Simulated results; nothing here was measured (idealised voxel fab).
The name of this process module is voxel wiring stack.
Pictured: cross-section cut, 160 nm wide, on a grid of 5 nm square cells.
In what follows, cross-sections appear as grids of square cells, described through bands that run from the top down, where every band is one or more rows of cells.
It is stipulated that each band's entry specify, in nanometres, the height of the top of the band and then that of its bottom, followed by the materials of the band in left-to-right sequence, each together with its width in nanometres. A single material marked by the word "all across" is understood to fill the band from edge to edge; the word "air" is understood to denote empty space.
Height reference: 0 = level under which incoming wafer is all one material. Lowest band: no bottom, runs on downward, e.g. "z 0 and below".
With a width like "30 to 40", each row of cells in the band differs from the next by the same amount, the top row carrying the first number and the bottom row the second.
The cross-section has no changed cell in any step marked "no change".
For the entry "Enclosed void inventory", the listed items are empty spaces with no open way to the top whose size is 8 cells or more; each item follows the pattern width x height at distance, where distance is from the left edge and all three are in nm.
Read whatever lies past the settings on a step's line as the simulator's own remark about the step.
overlay nm: for a step with a mask, the amount by which the mask lay right of where it was planned; a negative amount means left of it.
### plan
1. RECEIVE: material Si
2. CONFORMAL_DEP: material SiO2, thk nm 15
3. CONFORMAL_DEP: material SiCN, thk nm 5
4. DIRECTIONAL_DEP: material lowk, thk nm 20
5. DIRECTIONAL_DEP: material aC, thk nm 15
6. PATTERN: tone open, mask id METAL_1, material resist, width nm 25, pitch nm 45, thk nm 30, overlay nm 0
7. DIRECTIONAL_ETCH: etch materials aC, depth nm 15
8. STRIP: etch materials resist
9. DIRECTIONAL_ETCH: etch materials lowk, depth nm 20
10. DIRECTIONAL_ETCH: etch materials SiCN, depth nm 5
11. STRIP: etch materials aC
12. CONFORMAL_DEP: material TiN, thk nm 5
13. FILL_DEP: material Cu, thk nm 5
14. CMP: height nm 40
15. CONFORMAL_DEP: material SiCN, thk nm 5
16. DIRECTIONAL_DEP: material lowk, thk nm 15
17. MASKED_ETCH: tone open, mask id PLUG_1, width nm 15, pitch nm 45, etch materials lowk, depth nm 15, overlay nm 0
18. MASKED_ETCH: tone open, mask id PLUG_1, width nm 15, pitch nm 45, etch materials SiCN, depth nm 5, overlay nm 0
19. EPI: material Ru, thk nm 10
20. EPI: material Ru, thk nm 10
21. CONFORMAL_DEP: material SiCN, thk nm 5
22. DIRECTIONAL_DEP: material SiO2, thk nm 20
23. PATTERN: tone open, mask id METAL_2, material resist, width nm 25, pitch nm 45, thk nm 15, overlay nm 0
24. DIRECTIONAL_ETCH: etch materials SiO2, depth nm 20
25. DIRECTIONAL_ETCH: etch materials SiCN, depth nm 5
26. STRIP: etch materials resist
27. CONFORMAL_DEP: material TiN, thk nm 5
28. FILL_DEP: material W, thk nm 10
29. CMP: height nm 85
30. CONFORMAL_DEP: material SiCN, thk nm 5
31. DIRECTIONAL_DEP: material SiO2, thk nm 35
32. PATTERN: tone open, mask id METAL_3_HOLES, material resist, width nm 15, pitch nm 45, thk nm 20, overlay nm 0
33. DIRECTIONAL_ETCH: etch materials SiO2, depth nm 35
34. STRIP: etch materials resist
35. DIRECTIONAL_DEP: material aC, thk nm 10
36. PATTERN: tone open, mask id METAL_3, material resist, width nm 25, pitch nm 45, thk nm 30, overlay nm 0
37. DIRECTIONAL_ETCH: etch materials aC, depth nm 10
38. STRIP: etch materials resist
39. DIRECTIONAL_ETCH: etch materials SiO2, depth nm 20
40. DIRECTIONAL_ETCH: etch materials SiCN, depth nm 5
41. STRIP: etch materials aC
42. CONFORMAL_DEP: material TiN, thk nm 5
43. FILL_DEP: material Cu, thk nm 10
44. CMP: height nm 125
45. CONFORMAL_DEP: material SiCN, thk nm 5
46. DIRECTIONAL_DEP: material SiO2, thk nm 10
47. PATTERN: tone open, mask id PLUG_3, material resist, width nm 15, pitch nm 45, thk nm 15, overlay nm 0
48. DIRECTIONAL_ETCH: etch materials SiO2, depth nm 10
49. DIRECTIONAL_ETCH: etch materials SiCN, depth nm 5
50. STRIP: etch materials resist
51. EPI: material Ru, thk nm 10
52. EPI: material Ru, thk nm 5
53. DIRECTIONAL_DEP: material TiN, thk nm 5
54. DIRECTIONAL_DEP: material Ru, thk nm 20
55. PATTERN: tone cover, mask id METAL_4, material resist, width nm 25, pitch nm 45, thk nm 15, overlay nm 0
56. DIRECTIONAL_ETCH: etch materials Ru, depth nm 20
57. DIRECTIONAL_ETCH: etch materials TiN, depth nm 5
58. STRIP: etch materials resist
59. CONFORMAL_DEP: material SiN, thk nm 5
60. FILL_DEP: material lowk, thk nm 10
61. CMP: height nm 165
62. CONFORMAL_DEP: material SiCN, thk nm 5
### Shown in cross-section is the wafer as received, that is, as it stands after step 1
    z 0 and below: Si all across
    Enclosed void inventory: none
### Module complete, cross-section. Starting point and plan per above. One mistake made in running the module
    z 170 to 165: SiCN all across
    z 165 to 145: lowk 40 nm | SiN 5 nm | Ru 25 nm | SiN 5 nm | lowk 10 nm | SiN 5 nm | Ru 25 nm | SiN 5 nm | lowk 40 nm
    z 145 to 140: SiN 45 nm | TiN 25 nm | SiN 20 nm | TiN 25 nm | SiN 45 nm
    z 140 to 130: SiO2 45 nm | Ru 15 nm | SiO2 30 nm | Ru 15 nm | SiO2 55 nm
    z 130 to 125: SiCN 45 nm | Ru 15 nm | SiCN 30 nm | Ru 15 nm | SiCN 55 nm
    z 125 to 110: SiO2 45 nm | TiN 5 nm | Cu 15 nm | TiN 5 nm | SiO2 20 nm | TiN 5 nm | Cu 15 nm | TiN 5 nm | SiO2 45 nm
    z 110 to 105: SiO2 45 nm | TiN 5 nm | Cu 5 nm | TiN 15 nm | SiO2 20 nm | TiN 5 nm | Cu 5 nm | TiN 15 nm | SiO2 45 nm
    z 105 to 90: SiO2 45 nm | TiN 5 nm | Cu 5 nm | TiN 5 nm | SiO2 30 nm | TiN 5 nm | Cu 5 nm | TiN 5 nm | SiO2 55 nm
    z 90 to 85: SiCN 45 nm | TiN 15 nm | SiCN 30 nm | TiN 15 nm | SiCN 55 nm
    z 85 to 65: SiO2 45 nm | TiN 5 nm | W 15 nm | TiN 5 nm | SiO2 20 nm | TiN 5 nm | W 15 nm | TiN 5 nm | SiO2 45 nm
    z 65 to 55: SiCN 45 to 50 nm | TiN 25 to 5 nm | SiCN 20 to 40 nm | TiN 25 to 5 nm | SiCN 45 to 60 nm
    z 55 to 40: lowk all across
    z 40 to 20: lowk 45 nm | TiN 5 nm | Cu 15 nm | TiN 5 nm | lowk 20 nm | TiN 5 nm | Cu 15 nm | TiN 5 nm | lowk 45 nm
    z 20 to 15: SiCN 45 nm | TiN 25 nm | SiCN 20 nm | TiN 25 nm | SiCN 45 nm
    z 15 to 0: SiO2 all across
    z 0 and below: Si all across
    Enclosed void inventory: none
What was the processing mistake? steps 15 and 16 traded places in the executed sequence
